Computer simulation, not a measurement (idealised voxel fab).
The name of this process module is voxel wiring stack.
Displayed cross-section: cut, width of 190 nm, square cells sized 5 nm.
Throughout this document, each cross-section is represented as a grid of square cells and is presented as a sequence of bands enumerated from the top downward, where a band comprises one or more rows of cells.
This entry defines a band. It first specifies the height of the band's top and the height of its bottom in nm, and then specifies the band's materials from left to right, stating each material with its width in nm. The word "all across" identifies a single material that fills the band from edge to edge, while the word "blank" identifies empty space.
Measure heights from 0. That's the level where, below it, the as-received wafer is all one material. The lowest band is bottomless and extends downward; write it as in "0 -> down".
The two numbers in a width such as "30 to 40" mark its ends across the band: the first belongs to the top row of cells, the second to the bottom row, and from each row to the next the width moves by the same amount.
A step reported as "remained unchanged" is a step in which no cell of the cross-section changed.
Reported under the label "Cavities, sealed" are the empty spaces having no open way to the top and comprising 8 cells or more; the notation for each is width x height at distance, in which the distance is measured from the left edge and all three values are in nm.
On each step's line, the part that comes after the settings is the simulator's own comment on the step.
overlay nm: where the mask lay relative to plan, measured to the right, on steps with a mask; negatives go left.
Process steps - plan:
1. RECEIVE | material Si
2. CONFORMAL_DEP | material SiO2 | thk nm 10
3. DIRECTIONAL_DEP | material TiN | thk nm 5
4. DIRECTIONAL_DEP | material Ru | thk nm 20
5. MASKED_ETCH | tone cover | mask id METAL_1 | width nm 25 | pitch nm 40 | etch materials Ru | depth nm 20 | overlay nm 0
6. MASKED_ETCH | tone cover | mask id METAL_1 | width nm 25 | pitch nm 40 | etch materials TiN | depth nm 5 | overlay nm 0
7. FILL_DEP | material SiO2 | thk nm 10
8. CMP | height nm 35
9. CONFORMAL_DEP | material SiCN | thk nm 5
10. DIRECTIONAL_DEP | material lowk | thk nm 30
11. PATTERN | tone open | mask id METAL_2_HOLES | material resist | width nm 15 | thk nm 20 | overlay nm 0
12. DIRECTIONAL_ETCH | etch materials lowk | depth nm 30
13. STRIP | etch materials resist
14. DIRECTIONAL_DEP | material aC | thk nm 10
15. PATTERN | tone open | mask id METAL_2 | material resist | width nm 25 | pitch nm 40 | thk nm 30 | overlay nm 0
16. DIRECTIONAL_ETCH | etch materials aC | depth nm 10
17. STRIP | etch materials resist
18. DIRECTIONAL_ETCH | etch materials lowk | depth nm 20
19. DIRECTIONAL_ETCH | etch materials SiCN | depth nm 5
20. STRIP | etch materials aC
21. CONFORMAL_DEP | material TiN | thk nm 5
22. FILL_DEP | material Cu | thk nm 10
23. CMP | height nm 70
24. CONFORMAL_DEP | material SiCN | thk nm 5
25. DIRECTIONAL_DEP | material SiO2 | thk nm 35
26. MASKED_ETCH | tone open | mask id METAL_3 | width nm 25 | pitch nm 40 | etch materials SiO2 | depth nm 20 | overlay nm 0
27. DIRECTIONAL_DEP | material aC | thk nm 10
28. PATTERN | tone open | mask id METAL_3_HOLES | material resist | width nm 15 | pitch nm 40 | thk nm 25 | overlay nm 0
29. DIRECTIONAL_ETCH | etch materials aC | depth nm 10
30. STRIP | etch materials resist
31. DIRECTIONAL_ETCH | etch materials SiO2 | depth nm 15
32. DIRECTIONAL_ETCH | etch materials SiCN | depth nm 5
33. STRIP | etch materials aC
34. CONFORMAL_DEP | material TiN | thk nm 5
35. FILL_DEP | material Ru | thk nm 10
36. CMP | height nm 110
37. CONFORMAL_DEP | material SiCN | thk nm 5
38. DIRECTIONAL_DEP | material SiO2 | thk nm 25
39. PATTERN | tone open | mask id METAL_4 | material resist | width nm 25 | pitch nm 40 | thk nm 15 | overlay nm 0
40. DIRECTIONAL_ETCH | etch materials SiO2 | depth nm 15
41. STRIP | etch materials resist
42. MASKED_ETCH | tone open | mask id METAL_4_HOLES | width nm 15 | etch materials SiO2 | depth nm 10 | overlay nm 0
43. MASKED_ETCH | tone open | mask id METAL_4_HOLES | width nm 15 | etch materials SiCN | depth nm 5 | overlay nm 0
44. CONFORMAL_DEP | material TiN | thk nm 5
45. FILL_DEP | material Cu | thk nm 5
46. CMP | height nm 140
47. CONFORMAL_DEP | material SiCN | thk nm 5
Cross-section of the incoming wafer, state after step 1:
- 0 -> down = Si all across
- Cavities, sealed: none
Cross-section: first of two wafers, module finished, run according to plan:
- 145 -> 140 = SiCN all across
- 140 -> 130 = 60 of SiO2; 5 of TiN; 15 of Cu; 5 of TiN; 15 of SiO2; 5 of TiN; 15 of Cu; 5 of TiN; 65 of SiO2
- 130 -> 125 = 60 of SiO2; 5 of TiN; 5 of Cu; 15 of TiN; 15 of SiO2; 25 of TiN; 65 of SiO2
- 125 -> 115 = 60 of SiO2; 5 of TiN; 5 of Cu; 5 of TiN; 115 of SiO2
- 115 -> 110 = 60 of SiCN; 15 of TiN; 115 of SiCN
- 110 -> 95 = 60 of SiO2; 5 of TiN; 15 of Ru; 5 of TiN; 15 of SiO2; 5 of TiN; 15 of Ru; 5 of TiN; 65 of SiO2
- 95 -> 90 = 60 of SiO2; 5 of TiN; 5 of Ru; 15 of TiN; 15 of SiO2; 5 of TiN; 5 of Ru; 15 of TiN; 65 of SiO2
- 90 -> 75 = 60 of SiO2; 5 of TiN; 5 of Ru; 5 of TiN; 25 of SiO2; 5 of TiN; 5 of Ru; 5 of TiN; 75 of SiO2
- 75 -> 70 = 60 of SiCN; 15 of TiN; 25 of SiCN; 15 of TiN; 75 of SiCN
- 70 -> 55 = 60 of lowk; 5 of TiN; 15 of Cu; 5 of TiN; 15 of lowk; 5 of TiN; 15 of Cu; 5 of TiN; 65 of lowk
- 55 -> 50 = 60 of lowk; 5 of TiN; 5 of Cu; 15 of TiN; 15 of lowk; 25 of TiN; 65 of lowk
- 50 -> 40 = 60 of lowk; 5 of TiN; 5 of Cu; 5 of TiN; 115 of lowk
- 40 -> 35 = 60 of SiCN; 15 of TiN; 115 of SiCN
- 35 -> 15 = 60 of SiO2; 25 of Ru; 15 of SiO2; 25 of Ru; 65 of SiO2
- 15 -> 10 = 60 of SiO2; 25 of TiN; 15 of SiO2; 25 of TiN; 65 of SiO2
- 10 -> 0 = SiO2 all across
- 0 -> down = Si all across
- Cavities, sealed: none
Now the second wafer, cross-sectioned at the end of the module. Nothing different at the start, nothing different in the plan compared with the first, just one mistake when it was actually run:
- 145 -> 140 = SiCN all across
- 140 -> 130 = 60 of SiO2; 5 of TiN; 15 of Cu; 5 of TiN; 15 of SiO2; 5 of TiN; 15 of Cu; 5 of TiN; 65 of SiO2
- 130 -> 125 = 60 of SiO2; 5 of TiN; 5 of Cu; 15 of TiN; 15 of SiO2; 25 of TiN; 65 of SiO2
- 125 -> 115 = 60 of SiO2; 5 of TiN; 5 of Cu; 5 of TiN; 115 of SiO2
- 115 -> 110 = 60 of SiCN; 15 of TiN; 115 of SiCN
- 110 -> 100 = 60 of SiO2; 5 of TiN; 15 to 5 of Ru; 5 to 15 of TiN; 15 of SiO2; 5 of TiN; 15 to 5 of Ru; 5 to 15 of TiN; 65 of SiO2
- 100 -> 85 = 60 of SiO2; 5 of TiN; 5 of Ru; 5 of TiN; 25 of SiO2; 5 of TiN; 5 of Ru; 5 of TiN; 75 of SiO2
- 85 -> 80 = 60 of SiCN; 15 of TiN; 25 of SiCN; 15 of TiN; 75 of SiCN
- 80 -> 75 = Cu all across
- 75 -> 70 = 65 of TiN; 15 of Cu; 25 of TiN; 15 of Cu; 70 of TiN
- 70 -> 55 = 60 of lowk; 5 of TiN; 15 of Cu; 5 of TiN; 15 of lowk; 5 of TiN; 15 of Cu; 5 of TiN; 65 of lowk
- 55 -> 50 = 60 of lowk; 5 of TiN; 5 of Cu; 15 of TiN; 15 of lowk; 25 of TiN; 65 of lowk
- 50 -> 40 = 60 of lowk; 5 of TiN; 5 of Cu; 5 of TiN; 115 of lowk
- 40 -> 35 = 60 of SiCN; 15 of TiN; 115 of SiCN
- 35 -> 15 = 60 of SiO2; 25 of Ru; 15 of SiO2; 25 of Ru; 65 of SiO2
- 15 -> 10 = 60 of SiO2; 25 of TiN; 15 of SiO2; 25 of TiN; 65 of SiO2
- 10 -> 0 = SiO2 all across
- 0 -> down = Si all across
- Cavities, sealed: none
What went wrong in running the wafer? step 23 changed vs plan, executed as CMP | height nm 80
Looking at both finished wafers in cells, the second ends up ahead of or behind the first on some materials: +44 Cu; -12 Ru; -56 SiO2; +24 TiN
